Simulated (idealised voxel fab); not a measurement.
Documented hereafter: the process module known as voxel lift off.
Xsec cut, 250 nm wide, square cell size 5 nm.
Cross-section layout: square cells on a grid; listed as bands, top to bottom; a band spans one or more cell rows.
Band: top height; bottom height; in nm. Then, left to right: material with width in nm, for each material. "edge to edge": a single material spanning edge to edge. "air": empty space.
Heights from 0 (as-received wafer is one material below). Bottom band endless downward, as "0 nm and below".
Note: "30 to 40" means the width goes from the first number (top row of the band) to the second number (bottom row) in equal steps per row of cells.
For the purposes of this document, the phrase "no alterations made" attached to a step denotes that no cell within the cross-section was modified by that step.
The entry titled "Sealed void inventory" provides the empty spaces that have no open way to the top, restricted to those of 8 cells or more. Each is presented as width x height at distance, the distance being measured from the left edge, with all three in nm.
after a step's settings: what the simulator itself notes on the step
"overlay nm" denotes, for a step that has a mask, the displacement of the mask to the right of its planned place, with negative values corresponding to the left.
THESE ARE THE STEPS WE PLANNED FOR THE PROCESS
step 1: RECEIVE, material Si
step 2: CONFORMAL_DEP, material SiO2, thk nm 10
step 3: PATTERN, tone open, mask id LINES, material resist, width nm 15, pitch nm 40, thk nm 25, overlay nm -15
step 4: DIRECTIONAL_DEP, material Ru, thk nm 15
step 5: STRIP, etch materials resist
step 6: CONFORMAL_DEP, material SiO2, thk nm 5
Wafer-to-wafer difference: overlay nm, step 3. Common start. Plan = first wafer's value.
THE FIRST OF SEVERAL WAFERS AS RECEIVED, SHOWN IN CROSS-SECTION; THIS IS ITS STATE AFTER STEP 1
- 0 nm and below  Si edge to edge
- Sealed void inventory: none
BELOW: A ROW PER WAFER. CONTENTS AT END OF MODULE: FOR EVERY MATERIAL, CELLS GAINED SINCE RECEIPT (+) OR LOST SINCE RECEIPT (-); THEN CLOSED VOIDS
overlay nm -15 | +36 Ru | +174 SiO2 | Sealed void inventory: none
overlay nm -10 | +36 Ru | +174 SiO2 | Sealed void inventory: none
overlay nm -5 | +36 Ru | +174 SiO2 | Sealed void inventory: none
overlay nm 0 | +36 Ru | +174 SiO2 | Sealed void inventory: none
overlay nm 5 | +36 Ru | +174 SiO2 | Sealed void inventory: none
overlay nm 10 | +36 Ru | +174 SiO2 | Sealed void inventory: none
overlay nm 15 | +36 Ru | +174 SiO2 | Sealed void inventory: none
